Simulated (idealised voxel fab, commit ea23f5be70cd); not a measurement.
process module | voxel wiring stack
cross-section cut | 205 nm wide | cells 5 nm
A cross-section is a grid of square cells, given in bands from the top down. A band is one or more rows of cells.
Each band's line starts with the height of the band's top and of its bottom, in nm. Then come its materials from left to right, each with its width in nm. One material with "throughout" fills the band from edge to edge. "air" is empty space.
Height 0 is the level under which the wafer as received is all one material. The lowest band goes on downwards, as in "0 down".
A width such as "30 to 40" changes by the same amount from each row of cells to the next, from the band's top row to its bottom row.
"no change" after a step means that no cell of the cross-section changed.
closed voids: empty space of 8 cells or more with no open way to the top, each as width x height at its distance from the left edge, in nm
after a step's settings: what the simulator itself notes on the step
overlay nm, on a step with a mask: how far to the right of its planned place the mask lay; to the left if negative
plan
1 op RECEIVE | material Si
2 op CONFORMAL_DEP | material SiO2 | thk nm 10
3 op DIRECTIONAL_DEP | material TiN | thk nm 5
4 op DIRECTIONAL_DEP | material W | thk nm 20
5 op PATTERN | tone cover | mask id METAL_1 | material resist | width nm 30 | pitch nm 50 | thk nm 20 | overlay nm 0
6 op DIRECTIONAL_ETCH | etch materials W | depth nm 20
7 op DIRECTIONAL_ETCH | etch materials TiN | depth nm 5
8 op STRIP | etch materials resist
9 op FILL_DEP | material SiO2 | thk nm 10
10 op CMP | height nm 35
11 op CONFORMAL_DEP | material SiCN | thk nm 5
12 op DIRECTIONAL_DEP | material lowk | thk nm 30
13 op PATTERN | tone open | mask id METAL_2_HOLES | material resist | width nm 15 | pitch nm 50 | thk nm 20 | overlay nm 0
14 op DIRECTIONAL_ETCH | etch materials lowk | depth nm 30
15 op STRIP | etch materials resist
16 op PATTERN | tone open | mask id METAL_2 | material resist | width nm 30 | pitch nm 50 | thk nm 15 | overlay nm 0
17 op DIRECTIONAL_ETCH | etch materials lowk | depth nm 15
18 op DIRECTIONAL_ETCH | etch materials SiCN | depth nm 5
19 op STRIP | etch materials resist
20 op CONFORMAL_DEP | material TiN | thk nm 5
21 op FILL_DEP | material Ru | thk nm 5
22 op CMP | height nm 70
23 op CONFORMAL_DEP | material SiCN | thk nm 5
24 op DIRECTIONAL_DEP | material SiO2 | thk nm 25
25 op PATTERN | tone open | mask id METAL_3_HOLES | material resist | width nm 15 | pitch nm 50 | thk nm 20 | overlay nm 0
26 op DIRECTIONAL_ETCH | etch materials SiO2 | depth nm 25
27 op STRIP | etch materials resist
28 op DIRECTIONAL_DEP | material aC | thk nm 15
29 op PATTERN | tone open | mask id METAL_3 | material resist | width nm 30 | pitch nm 50 | thk nm 35 | overlay nm 0
30 op DIRECTIONAL_ETCH | etch materials aC | depth nm 15
31 op STRIP | etch materials resist
32 op DIRECTIONAL_ETCH | etch materials SiO2 | depth nm 15
33 op DIRECTIONAL_ETCH | etch materials SiCN | depth nm 5
34 op STRIP | etch materials aC
35 op CONFORMAL_DEP | material TiN | thk nm 5
36 op FILL_DEP | material Cu | thk nm 10
37 op CMP | height nm 100
38 op CONFORMAL_DEP | material SiCN | thk nm 5
39 op DIRECTIONAL_DEP | material lowk | thk nm 35
40 op DIRECTIONAL_DEP | material aC | thk nm 15
41 op PATTERN | tone open | mask id METAL_4 | material resist | width nm 30 | pitch nm 50 | thk nm 30 | overlay nm 0
42 op DIRECTIONAL_ETCH | etch materials aC | depth nm 15
43 op STRIP | etch materials resist
44 op DIRECTIONAL_ETCH | etch materials lowk | depth nm 20
45 op STRIP | etch materials aC
46 op PATTERN | tone open | mask id METAL_4_HOLES | material resist | width nm 15 | pitch nm 50 | thk nm 20 | overlay nm 0
47 op DIRECTIONAL_ETCH | etch materials lowk | depth nm 15
48 op DIRECTIONAL_ETCH | etch materials SiCN | depth nm 5
49 op STRIP | etch materials resist
50 op CONFORMAL_DEP | material TiN | thk nm 5
51 op FILL_DEP | material Ru | thk nm 5
52 op CMP | height nm 140
53 op CONFORMAL_DEP | material SiCN | thk nm 5
first wafer, as planned
as received, after step 1
  0 down: Si throughout
  closed voids: none
after step 2
  10 to 0: SiO2 throughout
  below 0: unchanged
after step 3
  15 to 10: TiN throughout
  below 10: unchanged
after step 4
  35 to 15: W throughout
  below 15: unchanged
after step 5
  55 to 35: air 60 | resist 30 | air 20 | resist 30 | air 65
  below 35: unchanged
after step 6
  55 to 35: air 60 | resist 30 | air 20 | resist 30 | air 65
  35 to 15: air 60 | W 30 | air 20 | W 30 | air 65
  below 15: unchanged
after step 7
  55 to 35: air 60 | resist 30 | air 20 | resist 30 | air 65
  35 to 15: air 60 | W 30 | air 20 | W 30 | air 65
  15 to 10: air 60 | TiN 30 | air 20 | TiN 30 | air 65
  below 10: unchanged
after step 8
  35 to 15: air 60 | W 30 | air 20 | W 30 | air 65
  below 15: unchanged
after step 9
  45 to 35: SiO2 throughout
  35 to 15: SiO2 60 | W 30 | SiO2 20 | W 30 | SiO2 65
  15 to 10: SiO2 60 | TiN 30 | SiO2 20 | TiN 30 | SiO2 65
  below 10: unchanged
after step 10
  35 to 15: SiO2 60 | W 30 | SiO2 20 | W 30 | SiO2 65
  below 15: unchanged
after step 11
  40 to 35: SiCN throughout
  below 35: unchanged
after step 12
  70 to 40: lowk throughout
  below 40: unchanged
after step 13
  90 to 70: resist 60 | air 15 | resist 35 | air 15 | resist 80
  below 70: unchanged
after step 14
  90 to 70: resist 60 | air 15 | resist 35 | air 15 | resist 80
  70 to 40: lowk 60 | air 15 | lowk 35 | air 15 | lowk 80
  below 40: unchanged
after step 15
  70 to 40: lowk 60 | air 15 | lowk 35 | air 15 | lowk 80
  below 40: unchanged
after step 16
  85 to 70: resist 60 | air 30 | resist 20 | air 30 | resist 65
  below 70: unchanged
after step 17
  85 to 70: resist 60 | air 30 | resist 20 | air 30 | resist 65
  70 to 55: lowk 60 | air 30 | lowk 20 | air 30 | lowk 65
  below 55: unchanged
after step 18
  85 to 70: resist 60 | air 30 | resist 20 | air 30 | resist 65
  70 to 55: lowk 60 | air 30 | lowk 20 | air 30 | lowk 65
  55 to 40: lowk 60 | air 15 | lowk 35 | air 15 | lowk 80
  40 to 35: SiCN 60 | air 15 | SiCN 35 | air 15 | SiCN 80
  below 35: unchanged
after step 19
  70 to 55: lowk 60 | air 30 | lowk 20 | air 30 | lowk 65
  below 55: unchanged
after step 20
  75 to 70: TiN 65 | air 20 | TiN 30 | air 20 | TiN 70
  70 to 60: lowk 60 | TiN 5 | air 20 | TiN 5 | lowk 20 | TiN 5 | air 20 | TiN 5 | lowk 65
  60 to 55: lowk 60 | TiN 5 | air 5 | TiN 20 | lowk 20 | TiN 5 | air 5 | TiN 20 | lowk 65
  55 to 40: lowk 60 | TiN 5 | air 5 | TiN 5 | lowk 35 | TiN 5 | air 5 | TiN 5 | lowk 80
  40 to 35: SiCN 60 | TiN 15 | SiCN 35 | TiN 15 | SiCN 80
  below 35: unchanged
after step 21
  80 to 75: Ru throughout
  75 to 70: TiN 65 | Ru 20 | TiN 30 | Ru 20 | TiN 70
  70 to 60: lowk 60 | TiN 5 | Ru 20 | TiN 5 | lowk 20 | TiN 5 | Ru 20 | TiN 5 | lowk 65
  60 to 55: lowk 60 | TiN 5 | Ru 5 | TiN 20 | lowk 20 | TiN 5 | Ru 5 | TiN 20 | lowk 65
  55 to 40: lowk 60 | TiN 5 | Ru 5 | TiN 5 | lowk 35 | TiN 5 | Ru 5 | TiN 5 | lowk 80
  below 40: unchanged
after step 22
  70 to 60: lowk 60 | TiN 5 | Ru 20 | TiN 5 | lowk 20 | TiN 5 | Ru 20 | TiN 5 | lowk 65
  below 60: unchanged
after step 23
  75 to 70: SiCN throughout
  below 70: unchanged
after step 24
  100 to 75: SiO2 throughout
  below 75: unchanged
after step 25
  120 to 100: resist 60 | air 15 | resist 35 | air 15 | resist 80
  below 100: unchanged
after step 26
  120 to 100: resist 60 | air 15 | resist 35 | air 15 | resist 80
  100 to 75: SiO2 60 | air 15 | SiO2 35 | air 15 | SiO2 80
  below 75: unchanged
after step 27
  100 to 75: SiO2 60 | air 15 | SiO2 35 | air 15 | SiO2 80
  below 75: unchanged
after step 28
  115 to 100: aC 60 | air 15 | aC 35 | air 15 | aC 80
  100 to 90: SiO2 60 | air 15 | SiO2 35 | air 15 | SiO2 80
  90 to 75: SiO2 60 | aC 15 | SiO2 35 | aC 15 | SiO2 80
  below 75: unchanged
after step 29
  150 to 115: resist 60 | air 30 | resist 20 | air 30 | resist 65
  below 115: unchanged
after step 30
  135 to 115: resist 60 | air 30 | resist 20 | air 30 | resist 65
  115 to 100: aC 60 | air 30 | aC 20 | air 30 | aC 65
  100 to 75: SiO2 60 | air 15 | SiO2 35 | air 15 | SiO2 80
  below 75: unchanged
after step 31
  115 to 100: aC 60 | air 30 | aC 20 | air 30 | aC 65
  below 100: unchanged
after step 32
  115 to 100: aC 60 | air 30 | aC 20 | air 30 | aC 65
  100 to 85: SiO2 60 | air 30 | SiO2 20 | air 30 | SiO2 65
  below 85: unchanged
after step 33
  115 to 100: aC 60 | air 30 | aC 20 | air 30 | aC 65
  100 to 85: SiO2 60 | air 30 | SiO2 20 | air 30 | SiO2 65
  85 to 75: SiO2 60 | air 15 | SiO2 35 | air 15 | SiO2 80
  75 to 70: SiCN 60 | air 15 | SiCN 35 | air 15 | SiCN 80
  below 70: unchanged
after step 34
  100 to 85: SiO2 60 | air 30 | SiO2 20 | air 30 | SiO2 65
  below 85: unchanged
after step 35
  105 to 100: TiN 65 | air 20 | TiN 30 | air 20 | TiN 70
  100 to 90: SiO2 60 | TiN 5 | air 20 | TiN 5 | SiO2 20 | TiN 5 | air 20 | TiN 5 | SiO2 65
  90 to 85: SiO2 60 | TiN 5 | air 5 | TiN 20 | SiO2 20 | TiN 5 | air 5 | TiN 20 | SiO2 65
  85 to 75: SiO2 60 | TiN 5 | air 5 | TiN 5 | SiO2 35 | TiN 5 | air 5 | TiN 5 | SiO2 80
  75 to 70: SiCN 60 | TiN 15 | SiCN 35 | TiN 15 | SiCN 80
  below 70: unchanged
after step 36
  115 to 105: Cu throughout
  105 to 100: TiN 65 | Cu 20 | TiN 30 | Cu 20 | TiN 70
  100 to 90: SiO2 60 | TiN 5 | Cu 20 | TiN 5 | SiO2 20 | TiN 5 | Cu 20 | TiN 5 | SiO2 65
  90 to 85: SiO2 60 | TiN 5 | Cu 5 | TiN 20 | SiO2 20 | TiN 5 | Cu 5 | TiN 20 | SiO2 65
  85 to 75: SiO2 60 | TiN 5 | Cu 5 | TiN 5 | SiO2 35 | TiN 5 | Cu 5 | TiN 5 | SiO2 80
  below 75: unchanged
after step 37
  100 to 90: SiO2 60 | TiN 5 | Cu 20 | TiN 5 | SiO2 20 | TiN 5 | Cu 20 | TiN 5 | SiO2 65
  below 90: unchanged
after step 38
  105 to 100: SiCN throughout
  below 100: unchanged
after step 39
  140 to 105: lowk throughout
  below 105: unchanged
after step 40
  155 to 140: aC throughout
  below 140: unchanged
after step 41
  185 to 155: resist 60 | air 30 | resist 20 | air 30 | resist 65
  below 155: unchanged
after step 42
  170 to 155: resist 60 | air 30 | resist 20 | air 30 | resist 65
  155 to 140: aC 60 | air 30 | aC 20 | air 30 | aC 65
  below 140: unchanged
after step 43
  155 to 140: aC 60 | air 30 | aC 20 | air 30 | aC 65
  below 140: unchanged
after step 44
  155 to 140: aC 60 | air 30 | aC 20 | air 30 | aC 65
  140 to 120: lowk 60 | air 30 | lowk 20 | air 30 | lowk 65
  below 120: unchanged
after step 45
  140 to 120: lowk 60 | air 30 | lowk 20 | air 30 | lowk 65
  below 120: unchanged
after step 46
  160 to 140: resist 60 | air 15 | resist 35 | air 15 | resist 80
  140 to 120: lowk 60 | air 15 | resist 15 | lowk 20 | air 15 | resist 15 | lowk 65
  below 120: unchanged
after step 47
  160 to 140: resist 60 | air 15 | resist 35 | air 15 | resist 80
  140 to 120: lowk 60 | air 15 | resist 15 | lowk 20 | air 15 | resist 15 | lowk 65
  120 to 105: lowk 60 | air 15 | lowk 35 | air 15 | lowk 80
  below 105: unchanged
after step 48
  160 to 140: resist 60 | air 15 | resist 35 | air 15 | resist 80
  140 to 120: lowk 60 | air 15 | resist 15 | lowk 20 | air 15 | resist 15 | lowk 65
  120 to 105: lowk 60 | air 15 | lowk 35 | air 15 | lowk 80
  105 to 100: SiCN 60 | air 15 | SiCN 35 | air 15 | SiCN 80
  below 100: unchanged
after step 49
  140 to 120: lowk 60 | air 30 | lowk 20 | air 30 | lowk 65
  below 120: unchanged
after step 50
  145 to 140: TiN 65 | air 20 | TiN 30 | air 20 | TiN 70
  140 to 125: lowk 60 | TiN 5 | air 20 | TiN 5 | lowk 20 | TiN 5 | air 20 | TiN 5 | lowk 65
  125 to 120: lowk 60 | TiN 5 | air 5 | TiN 20 | lowk 20 | TiN 5 | air 5 | TiN 20 | lowk 65
  120 to 105: lowk 60 | TiN 5 | air 5 | TiN 5 | lowk 35 | TiN 5 | air 5 | TiN 5 | lowk 80
  105 to 100: SiCN 60 | TiN 15 | SiCN 35 | TiN 15 | SiCN 80
  below 100: unchanged
after step 51
  150 to 145: Ru throughout
  145 to 140: TiN 65 | Ru 20 | TiN 30 | Ru 20 | TiN 70
  140 to 125: lowk 60 | TiN 5 | Ru 20 | TiN 5 | lowk 20 | TiN 5 | Ru 20 | TiN 5 | lowk 65
  125 to 120: lowk 60 | TiN 5 | Ru 5 | TiN 20 | lowk 20 | TiN 5 | Ru 5 | TiN 20 | lowk 65
  120 to 105: lowk 60 | TiN 5 | Ru 5 | TiN 5 | lowk 35 | TiN 5 | Ru 5 | TiN 5 | lowk 80
  below 105: unchanged
after step 52
  140 to 125: lowk 60 | TiN 5 | Ru 20 | TiN 5 | lowk 20 | TiN 5 | Ru 20 | TiN 5 | lowk 65
  below 125: unchanged
after step 53
  145 to 140: SiCN throughout
  below 140: unchanged
second wafer: like start, like plan, one mistake. Through step 2 it matches the first wafer
when step 3 should have ended: no change
when step 4 should have ended
  30 to 10: W throughout
  below 10: unchanged
when step 5 should have ended
  50 to 30: air 60 | resist 30 | air 20 | resist 30 | air 65
  below 30: unchanged
when step 6 should have ended
  50 to 30: air 60 | resist 30 | air 20 | resist 30 | air 65
  30 to 10: air 60 | W 30 | air 20 | W 30 | air 65
  below 10: unchanged
when step 7 should have ended: no change
when step 8 should have ended
  30 to 10: air 60 | W 30 | air 20 | W 30 | air 65
  below 10: unchanged
when step 9 should have ended
  40 to 30: SiO2 throughout
  30 to 10: SiO2 60 | W 30 | SiO2 20 | W 30 | SiO2 65
  below 10: unchanged
when step 10 should have ended
  35 to 30: SiO2 throughout
  below 30: unchanged
when step 11 should have ended
  40 to 35: SiCN throughout
  below 35: unchanged
when step 12 should have ended
  70 to 40: lowk throughout
  below 40: unchanged
when step 13 should have ended
  90 to 70: resist 60 | air 15 | resist 35 | air 15 | resist 80
  below 70: unchanged
when step 14 should have ended
  90 to 70: resist 60 | air 15 | resist 35 | air 15 | resist 80
  70 to 40: lowk 60 | air 15 | lowk 35 | air 15 | lowk 80
  below 40: unchanged
when step 15 should have ended
  70 to 40: lowk 60 | air 15 | lowk 35 | air 15 | lowk 80
  below 40: unchanged
when step 16 should have ended
  85 to 70: resist 60 | air 30 | resist 20 | air 30 | resist 65
  below 70: unchanged
when step 17 should have ended
  85 to 70: resist 60 | air 30 | resist 20 | air 30 | resist 65
  70 to 55: lowk 60 | air 30 | lowk 20 | air 30 | lowk 65
  below 55: unchanged
when step 18 should have ended
  85 to 70: resist 60 | air 30 | resist 20 | air 30 | resist 65
  70 to 55: lowk 60 | air 30 | lowk 20 | air 30 | lowk 65
  55 to 40: lowk 60 | air 15 | lowk 35 | air 15 | lowk 80
  40 to 35: SiCN 60 | air 15 | SiCN 35 | air 15 | SiCN 80
  below 35: unchanged
when step 19 should have ended
  70 to 55: lowk 60 | air 30 | lowk 20 | air 30 | lowk 65
  below 55: unchanged
when step 20 should have ended
  75 to 70: TiN 65 | air 20 | TiN 30 | air 20 | TiN 70
  70 to 60: lowk 60 | TiN 5 | air 20 | TiN 5 | lowk 20 | TiN 5 | air 20 | TiN 5 | lowk 65
  60 to 55: lowk 60 | TiN 5 | air 5 | TiN 20 | lowk 20 | TiN 5 | air 5 | TiN 20 | lowk 65
  55 to 40: lowk 60 | TiN 5 | air 5 | TiN 5 | lowk 35 | TiN 5 | air 5 | TiN 5 | lowk 80
  40 to 35: SiCN 60 | TiN 15 | SiCN 35 | TiN 15 | SiCN 80
  below 35: unchanged
when step 21 should have ended
  80 to 75: Ru throughout
  75 to 70: TiN 65 | Ru 20 | TiN 30 | Ru 20 | TiN 70
  70 to 60: lowk 60 | TiN 5 | Ru 20 | TiN 5 | lowk 20 | TiN 5 | Ru 20 | TiN 5 | lowk 65
  60 to 55: lowk 60 | TiN 5 | Ru 5 | TiN 20 | lowk 20 | TiN 5 | Ru 5 | TiN 20 | lowk 65
  55 to 40: lowk 60 | TiN 5 | Ru 5 | TiN 5 | lowk 35 | TiN 5 | Ru 5 | TiN 5 | lowk 80
  below 40: unchanged
when step 22 should have ended
  70 to 60: lowk 60 | TiN 5 | Ru 20 | TiN 5 | lowk 20 | TiN 5 | Ru 20 | TiN 5 | lowk 65
  below 60: unchanged
when step 23 should have ended
  75 to 70: SiCN throughout
  below 70: unchanged
when step 24 should have ended
  100 to 75: SiO2 throughout
  below 75: unchanged
when step 25 should have ended
  120 to 100: resist 60 | air 15 | resist 35 | air 15 | resist 80
  below 100: unchanged
when step 26 should have ended
  120 to 100: resist 60 | air 15 | resist 35 | air 15 | resist 80
  100 to 75: SiO2 60 | air 15 | SiO2 35 | air 15 | SiO2 80
  below 75: unchanged
when step 27 should have ended
  100 to 75: SiO2 60 | air 15 | SiO2 35 | air 15 | SiO2 80
  below 75: unchanged
when step 28 should have ended
  115 to 100: aC 60 | air 15 | aC 35 | air 15 | aC 80
  100 to 90: SiO2 60 | air 15 | SiO2 35 | air 15 | SiO2 80
  90 to 75: SiO2 60 | aC 15 | SiO2 35 | aC 15 | SiO2 80
  below 75: unchanged
when step 29 should have ended
  150 to 115: resist 60 | air 30 | resist 20 | air 30 | resist 65
  below 115: unchanged
when step 30 should have ended
  135 to 115: resist 60 | air 30 | resist 20 | air 30 | resist 65
  115 to 100: aC 60 | air 30 | aC 20 | air 30 | aC 65
  100 to 75: SiO2 60 | air 15 | SiO2 35 | air 15 | SiO2 80
  below 75: unchanged
when step 31 should have ended
  115 to 100: aC 60 | air 30 | aC 20 | air 30 | aC 65
  below 100: unchanged
when step 32 should have ended
  115 to 100: aC 60 | air 30 | aC 20 | air 30 | aC 65
  100 to 85: SiO2 60 | air 30 | SiO2 20 | air 30 | SiO2 65
  below 85: unchanged
when step 33 should have ended
  115 to 100: aC 60 | air 30 | aC 20 | air 30 | aC 65
  100 to 85: SiO2 60 | air 30 | SiO2 20 | air 30 | SiO2 65
  85 to 75: SiO2 60 | air 15 | SiO2 35 | air 15 | SiO2 80
  75 to 70: SiCN 60 | air 15 | SiCN 35 | air 15 | SiCN 80
  below 70: unchanged
when step 34 should have ended
  100 to 85: SiO2 60 | air 30 | SiO2 20 | air 30 | SiO2 65
  below 85: unchanged
when step 35 should have ended
  105 to 100: TiN 65 | air 20 | TiN 30 | air 20 | TiN 70
  100 to 90: SiO2 60 | TiN 5 | air 20 | TiN 5 | SiO2 20 | TiN 5 | air 20 | TiN 5 | SiO2 65
  90 to 85: SiO2 60 | TiN 5 | air 5 | TiN 20 | SiO2 20 | TiN 5 | air 5 | TiN 20 | SiO2 65
  85 to 75: SiO2 60 | TiN 5 | air 5 | TiN 5 | SiO2 35 | TiN 5 | air 5 | TiN 5 | SiO2 80
  75 to 70: SiCN 60 | TiN 15 | SiCN 35 | TiN 15 | SiCN 80
  below 70: unchanged
when step 36 should have ended
  115 to 105: Cu throughout
  105 to 100: TiN 65 | Cu 20 | TiN 30 | Cu 20 | TiN 70
  100 to 90: SiO2 60 | TiN 5 | Cu 20 | TiN 5 | SiO2 20 | TiN 5 | Cu 20 | TiN 5 | SiO2 65
  90 to 85: SiO2 60 | TiN 5 | Cu 5 | TiN 20 | SiO2 20 | TiN 5 | Cu 5 | TiN 20 | SiO2 65
  85 to 75: SiO2 60 | TiN 5 | Cu 5 | TiN 5 | SiO2 35 | TiN 5 | Cu 5 | TiN 5 | SiO2 80
  below 75: unchanged
when step 37 should have ended
  100 to 90: SiO2 60 | TiN 5 | Cu 20 | TiN 5 | SiO2 20 | TiN 5 | Cu 20 | TiN 5 | SiO2 65
  below 90: unchanged
when step 38 should have ended
  105 to 100: SiCN throughout
  below 100: unchanged
when step 39 should have ended
  140 to 105: lowk throughout
  below 105: unchanged
when step 40 should have ended
  155 to 140: aC throughout
  below 140: unchanged
when step 41 should have ended
  185 to 155: resist 60 | air 30 | resist 20 | air 30 | resist 65
  below 155: unchanged
when step 42 should have ended
  170 to 155: resist 60 | air 30 | resist 20 | air 30 | resist 65
  155 to 140: aC 60 | air 30 | aC 20 | air 30 | aC 65
  below 140: unchanged
when step 43 should have ended
  155 to 140: aC 60 | air 30 | aC 20 | air 30 | aC 65
  below 140: unchanged
when step 44 should have ended
  155 to 140: aC 60 | air 30 | aC 20 | air 30 | aC 65
  140 to 120: lowk 60 | air 30 | lowk 20 | air 30 | lowk 65
  below 120: unchanged
when step 45 should have ended
  140 to 120: lowk 60 | air 30 | lowk 20 | air 30 | lowk 65
  below 120: unchanged
when step 46 should have ended
  160 to 140: resist 60 | air 15 | resist 35 | air 15 | resist 80
  140 to 120: lowk 60 | air 15 | resist 15 | lowk 20 | air 15 | resist 15 | lowk 65
  below 120: unchanged
when step 47 should have ended
  160 to 140: resist 60 | air 15 | resist 35 | air 15 | resist 80
  140 to 120: lowk 60 | air 15 | resist 15 | lowk 20 | air 15 | resist 15 | lowk 65
  120 to 105: lowk 60 | air 15 | lowk 35 | air 15 | lowk 80
  below 105: unchanged
when step 48 should have ended
  160 to 140: resist 60 | air 15 | resist 35 | air 15 | resist 80
  140 to 120: lowk 60 | air 15 | resist 15 | lowk 20 | air 15 | resist 15 | lowk 65
  120 to 105: lowk 60 | air 15 | lowk 35 | air 15 | lowk 80
  105 to 100: SiCN 60 | air 15 | SiCN 35 | air 15 | SiCN 80
  below 100: unchanged
when step 49 should have ended
  140 to 120: lowk 60 | air 30 | lowk 20 | air 30 | lowk 65
  below 120: unchanged
when step 50 should have ended
  145 to 140: TiN 65 | air 20 | TiN 30 | air 20 | TiN 70
  140 to 125: lowk 60 | TiN 5 | air 20 | TiN 5 | lowk 20 | TiN 5 | air 20 | TiN 5 | lowk 65
  125 to 120: lowk 60 | TiN 5 | air 5 | TiN 20 | lowk 20 | TiN 5 | air 5 | TiN 20 | lowk 65
  120 to 105: lowk 60 | TiN 5 | air 5 | TiN 5 | lowk 35 | TiN 5 | air 5 | TiN 5 | lowk 80
  105 to 100: SiCN 60 | TiN 15 | SiCN 35 | TiN 15 | SiCN 80
  below 100: unchanged
when step 51 should have ended
  150 to 145: Ru throughout
  145 to 140: TiN 65 | Ru 20 | TiN 30 | Ru 20 | TiN 70
  140 to 125: lowk 60 | TiN 5 | Ru 20 | TiN 5 | lowk 20 | TiN 5 | Ru 20 | TiN 5 | lowk 65
  125 to 120: lowk 60 | TiN 5 | Ru 5 | TiN 20 | lowk 20 | TiN 5 | Ru 5 | TiN 20 | lowk 65
  120 to 105: lowk 60 | TiN 5 | Ru 5 | TiN 5 | lowk 35 | TiN 5 | Ru 5 | TiN 5 | lowk 80
  below 105: unchanged
when step 52 should have ended
  140 to 125: lowk 60 | TiN 5 | Ru 20 | TiN 5 | lowk 20 | TiN 5 | Ru 20 | TiN 5 | lowk 65
  below 125: unchanged
when step 53 should have ended
  145 to 140: SiCN throughout
  below 140: unchanged
what went wrong: step 3 was left out
at the end the second wafer has, in cells: 12 more of SiO2 | 12 fewer of TiN
